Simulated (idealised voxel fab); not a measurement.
process module | voxel capacitor over wiring
cross-section cut | 265 nm wide | cells 5 nm
A cross-section is a grid of square cells, given in bands from the top down. A band is one or more rows of cells.
Each band's line starts with the height of the band's top and of its bottom, in nm. Then come its materials from left to right, each with its width in nm. One material with "throughout" fills the band from edge to edge. "air" is empty space.
Height 0 is the level under which the wafer as received is all one material. The lowest band goes on downwards, as in "0 down".
A width such as "30 to 40" changes by the same amount from each row of cells to the next, from the band's top row to its bottom row.
"no change" after a step means that no cell of the cross-section changed.
closed voids: empty space of 8 cells or more with no open way to the top, each as width x height at its distance from the left edge, in nm
after a step's settings: what the simulator itself notes on the step
overlay nm, on a step with a mask: how far to the right of its planned place the mask lay; to the left if negative
plan
1 op RECEIVE | material Si
2 op CONFORMAL_DEP | material SiO2 | thk nm 10
3 op DIRECTIONAL_DEP | material TiN | thk nm 5
4 op DIRECTIONAL_DEP | material Ru | thk nm 15
5 op PATTERN | tone cover | mask id METAL_1 | material resist | width nm 30 | pitch nm 100 | thk nm 15 | overlay nm 0
6 op DIRECTIONAL_ETCH | etch materials Ru | depth nm 15
7 op DIRECTIONAL_ETCH | etch materials TiN | depth nm 5
8 op STRIP | etch materials resist
9 op FILL_DEP | material SiO2 | thk nm 10
10 op CMP | height nm 30
11 op CONFORMAL_DEP | material SiCN | thk nm 5
12 op DIRECTIONAL_DEP | material SiO2 | thk nm 20
13 op PATTERN | tone open | mask id PLUG_1 | material resist | width nm 15 | thk nm 20 | overlay nm 0
14 op DIRECTIONAL_ETCH | etch materials SiO2 | depth nm 20
15 op DIRECTIONAL_ETCH | etch materials SiCN | depth nm 5
16 op STRIP | etch materials resist
17 op CONFORMAL_DEP | material TiN | thk nm 5
18 op FILL_DEP | material W | thk nm 5
19 op CMP | height nm 55
20 op DIRECTIONAL_DEP | material TiN | thk nm 10
21 op DIRECTIONAL_DEP | material SiN | thk nm 5
22 op DIRECTIONAL_DEP | material TiN | thk nm 5
23 op DIRECTIONAL_DEP | material aC | thk nm 10
24 op PATTERN | tone cover | mask id UPPER_PLATE | material resist | width nm 75 | thk nm 30 | overlay nm 0
25 op DIRECTIONAL_ETCH | etch materials aC | depth nm 10
26 op STRIP | etch materials resist
27 op DIRECTIONAL_ETCH | etch materials TiN | depth nm 5
28 op DIRECTIONAL_ETCH | etch materials SiN | depth nm 5
29 op STRIP | etch materials aC
30 op DIRECTIONAL_DEP | material aC | thk nm 15
31 op PATTERN | tone cover | mask id LOWER_PLATE | material resist | width nm 85 | thk nm 30 | overlay nm 0
32 op DIRECTIONAL_ETCH | etch materials aC | depth nm 15
33 op STRIP | etch materials resist
34 op DIRECTIONAL_ETCH | etch materials TiN | depth nm 10
35 op STRIP | etch materials aC
36 op FILL_DEP | material SiO2 | thk nm 15
37 op CMP | height nm 85
38 op DIRECTIONAL_DEP | material aC | thk nm 15
39 op PATTERN | tone open | mask id PLUG_2 | material resist | width nm 15 | thk nm 30 | overlay nm 0
40 op DIRECTIONAL_ETCH | etch materials aC | depth nm 15
41 op STRIP | etch materials resist
42 op DIRECTIONAL_ETCH | etch materials SiO2 | depth nm 10
43 op STRIP | etch materials aC
44 op CONFORMAL_DEP | material TiN | thk nm 5
45 op FILL_DEP | material Cu | thk nm 5
46 op CMP | height nm 85
47 op CONFORMAL_DEP | material SiN | thk nm 5
first wafer, as planned
as received, after step 1
  0 down: Si throughout
  closed voids: none
after step 2
  10 to 0: SiO2 throughout
  below 0: unchanged
after step 3
  15 to 10: TiN throughout
  below 10: unchanged
after step 4
  30 to 15: Ru throughout
  below 15: unchanged
after step 5
  45 to 30: air 65 | resist 30 | air 70 | resist 30 | air 70
  below 30: unchanged
after step 6
  45 to 30: air 65 | resist 30 | air 70 | resist 30 | air 70
  30 to 15: air 65 | Ru 30 | air 70 | Ru 30 | air 70
  below 15: unchanged
after step 7
  45 to 30: air 65 | resist 30 | air 70 | resist 30 | air 70
  30 to 15: air 65 | Ru 30 | air 70 | Ru 30 | air 70
  15 to 10: air 65 | TiN 30 | air 70 | TiN 30 | air 70
  below 10: unchanged
after step 8
  30 to 15: air 65 | Ru 30 | air 70 | Ru 30 | air 70
  below 15: unchanged
after step 9
  40 to 30: SiO2 throughout
  30 to 15: SiO2 65 | Ru 30 | SiO2 70 | Ru 30 | SiO2 70
  15 to 10: SiO2 65 | TiN 30 | SiO2 70 | TiN 30 | SiO2 70
  below 10: unchanged
after step 10
  30 to 15: SiO2 65 | Ru 30 | SiO2 70 | Ru 30 | SiO2 70
  below 15: unchanged
after step 11
  35 to 30: SiCN throughout
  below 30: unchanged
after step 12
  55 to 35: SiO2 throughout
  below 35: unchanged
after step 13
  75 to 55: resist 80 | air 15 | resist 170
  below 55: unchanged
after step 14
  75 to 55: resist 80 | air 15 | resist 170
  55 to 35: SiO2 80 | air 15 | SiO2 170
  below 35: unchanged
after step 15
  75 to 55: resist 80 | air 15 | resist 170
  55 to 35: SiO2 80 | air 15 | SiO2 170
  35 to 30: SiCN 80 | air 15 | SiCN 170
  below 30: unchanged
after step 16
  55 to 35: SiO2 80 | air 15 | SiO2 170
  below 35: unchanged
after step 17
  60 to 55: TiN 85 | air 5 | TiN 175
  55 to 35: SiO2 80 | TiN 5 | air 5 | TiN 5 | SiO2 170
  35 to 30: SiCN 80 | TiN 15 | SiCN 170
  below 30: unchanged
after step 18
  65 to 60: W throughout
  60 to 55: TiN 85 | W 5 | TiN 175
  55 to 35: SiO2 80 | TiN 5 | W 5 | TiN 5 | SiO2 170
  below 35: unchanged
after step 19
  55 to 35: SiO2 80 | TiN 5 | W 5 | TiN 5 | SiO2 170
  below 35: unchanged
after step 20
  65 to 55: TiN throughout
  below 55: unchanged
after step 21
  70 to 65: SiN throughout
  below 65: unchanged
after step 22
  75 to 70: TiN throughout
  below 70: unchanged
after step 23
  85 to 75: aC throughout
  below 75: unchanged
after step 24
  115 to 85: air 80 | resist 75 | air 110
  below 85: unchanged
after step 25
  105 to 85: air 80 | resist 75 | air 110
  85 to 75: air 80 | aC 75 | air 110
  below 75: unchanged
after step 26
  85 to 75: air 80 | aC 75 | air 110
  below 75: unchanged
after step 27
  85 to 75: air 80 | aC 75 | air 110
  75 to 70: air 80 | TiN 75 | air 110
  below 70: unchanged
after step 28
  85 to 75: air 80 | aC 75 | air 110
  75 to 70: air 80 | TiN 75 | air 110
  70 to 65: air 80 | SiN 75 | air 110
  below 65: unchanged
after step 29
  75 to 70: air 80 | TiN 75 | air 110
  below 70: unchanged
after step 30
  90 to 80: air 80 | aC 75 | air 110
  80 to 75: aC throughout
  75 to 70: aC 80 | TiN 75 | aC 110
  70 to 65: aC 80 | SiN 75 | aC 110
  below 65: unchanged
after step 31
  120 to 90: air 75 | resist 85 | air 105
  90 to 80: air 75 | resist 5 | aC 75 | resist 5 | air 105
  below 80: unchanged
after step 32
  105 to 90: air 75 | resist 85 | air 105
  90 to 80: air 75 | resist 5 | aC 75 | resist 5 | air 105
  80 to 75: air 75 | aC 85 | air 105
  75 to 70: air 75 | aC 5 | TiN 75 | aC 5 | air 105
  70 to 65: air 75 | aC 5 | SiN 75 | aC 5 | air 105
  below 65: unchanged
after step 33
  90 to 80: air 80 | aC 75 | air 110
  below 80: unchanged
after step 34
  90 to 80: air 80 | aC 75 | air 110
  80 to 75: air 75 | aC 85 | air 105
  75 to 70: air 75 | aC 5 | TiN 75 | aC 5 | air 105
  70 to 65: air 75 | aC 5 | SiN 75 | aC 5 | air 105
  65 to 55: air 75 | TiN 85 | air 105
  below 55: unchanged
after step 35
  75 to 70: air 80 | TiN 75 | air 110
  70 to 65: air 80 | SiN 75 | air 110
  below 65: unchanged
after step 36
  90 to 75: SiO2 throughout
  75 to 70: SiO2 80 | TiN 75 | SiO2 110
  70 to 65: SiO2 80 | SiN 75 | SiO2 110
  65 to 55: SiO2 75 | TiN 85 | SiO2 105
  below 55: unchanged
after step 37
  85 to 75: SiO2 throughout
  below 75: unchanged
after step 38
  100 to 85: aC throughout
  below 85: unchanged
after step 39
  130 to 100: resist 90 | air 15 | resist 160
  below 100: unchanged
after step 40
  115 to 100: resist 90 | air 15 | resist 160
  100 to 85: aC 90 | air 15 | aC 160
  below 85: unchanged
after step 41
  100 to 85: aC 90 | air 15 | aC 160
  below 85: unchanged
after step 42
  100 to 85: aC 90 | air 15 | aC 160
  85 to 75: SiO2 90 | air 15 | SiO2 160
  below 75: unchanged
after step 43
  85 to 75: SiO2 90 | air 15 | SiO2 160
  below 75: unchanged
after step 44
  90 to 85: TiN 95 | air 5 | TiN 165
  85 to 80: SiO2 90 | TiN 5 | air 5 | TiN 5 | SiO2 160
  80 to 70: SiO2 90 to 80 | TiN 15 to 75 | SiO2 160 to 110
  below 70: unchanged
after step 45
  95 to 90: Cu throughout
  90 to 85: TiN 95 | Cu 5 | TiN 165
  85 to 80: SiO2 90 | TiN 5 | Cu 5 | TiN 5 | SiO2 160
  below 80: unchanged
after step 46
  85 to 80: SiO2 90 | TiN 5 | Cu 5 | TiN 5 | SiO2 160
  below 80: unchanged
after step 47
  90 to 85: SiN throughout
  below 85: unchanged
second wafer: like start, like plan, one mistake. Through step 21 it matches the first wafer
when step 22 should have ended: no change
when step 23 should have ended
  80 to 70: aC throughout
  below 70: unchanged
when step 24 should have ended
  110 to 80: air 80 | resist 75 | air 110
  below 80: unchanged
when step 25 should have ended
  100 to 80: air 80 | resist 75 | air 110
  80 to 70: air 80 | aC 75 | air 110
  below 70: unchanged
when step 26 should have ended
  80 to 70: air 80 | aC 75 | air 110
  below 70: unchanged
when step 27 should have ended: no change
when step 28 should have ended
  80 to 70: air 80 | aC 75 | air 110
  70 to 65: air 80 | SiN 75 | air 110
  below 65: unchanged
when step 29 should have ended
  70 to 65: air 80 | SiN 75 | air 110
  below 65: unchanged
when step 30 should have ended
  85 to 80: air 80 | aC 75 | air 110
  80 to 70: aC throughout
  70 to 65: aC 80 | SiN 75 | aC 110
  below 65: unchanged
when step 31 should have ended
  115 to 85: air 75 | resist 85 | air 105
  85 to 80: air 75 | resist 5 | aC 75 | resist 5 | air 105
  below 80: unchanged
when step 32 should have ended
  100 to 85: air 75 | resist 85 | air 105
  85 to 80: air 75 | resist 5 | aC 75 | resist 5 | air 105
  80 to 70: air 75 | aC 85 | air 105
  70 to 65: air 75 | aC 5 | SiN 75 | aC 5 | air 105
  below 65: unchanged
when step 33 should have ended
  85 to 80: air 80 | aC 75 | air 110
  below 80: unchanged
when step 34 should have ended
  85 to 80: air 80 | aC 75 | air 110
  80 to 70: air 75 | aC 85 | air 105
  70 to 65: air 75 | aC 5 | SiN 75 | aC 5 | air 105
  65 to 55: air 75 | TiN 85 | air 105
  below 55: unchanged
when step 35 should have ended
  70 to 65: air 80 | SiN 75 | air 110
  below 65: unchanged
when step 36 should have ended
  85 to 70: SiO2 throughout
  70 to 65: SiO2 80 | SiN 75 | SiO2 110
  65 to 55: SiO2 75 | TiN 85 | SiO2 105
  below 55: unchanged
when step 37 should have ended: no change
when step 38 should have ended
  100 to 85: aC throughout
  below 85: unchanged
when step 39 should have ended
  130 to 100: resist 90 | air 15 | resist 160
  below 100: unchanged
when step 40 should have ended
  115 to 100: resist 90 | air 15 | resist 160
  100 to 85: aC 90 | air 15 | aC 160
  below 85: unchanged
when step 41 should have ended
  100 to 85: aC 90 | air 15 | aC 160
  below 85: unchanged
when step 42 should have ended
  100 to 85: aC 90 | air 15 | aC 160
  85 to 75: SiO2 90 | air 15 | SiO2 160
  below 75: unchanged
when step 43 should have ended
  85 to 75: SiO2 90 | air 15 | SiO2 160
  below 75: unchanged
when step 44 should have ended
  90 to 85: TiN 95 | air 5 | TiN 165
  85 to 80: SiO2 90 | TiN 5 | air 5 | TiN 5 | SiO2 160
  80 to 75: SiO2 90 | TiN 15 | SiO2 160
  below 75: unchanged
when step 45 should have ended
  95 to 90: Cu throughout
  90 to 85: TiN 95 | Cu 5 | TiN 165
  85 to 80: SiO2 90 | TiN 5 | Cu 5 | TiN 5 | SiO2 160
  below 80: unchanged
when step 46 should have ended
  85 to 80: SiO2 90 | TiN 5 | Cu 5 | TiN 5 | SiO2 160
  below 80: unchanged
when step 47 should have ended
  90 to 85: SiN throughout
  below 85: unchanged
what went wrong: step 22 was left out
at the end the second wafer has, in cells: 15 more of SiO2 | 15 fewer of TiN
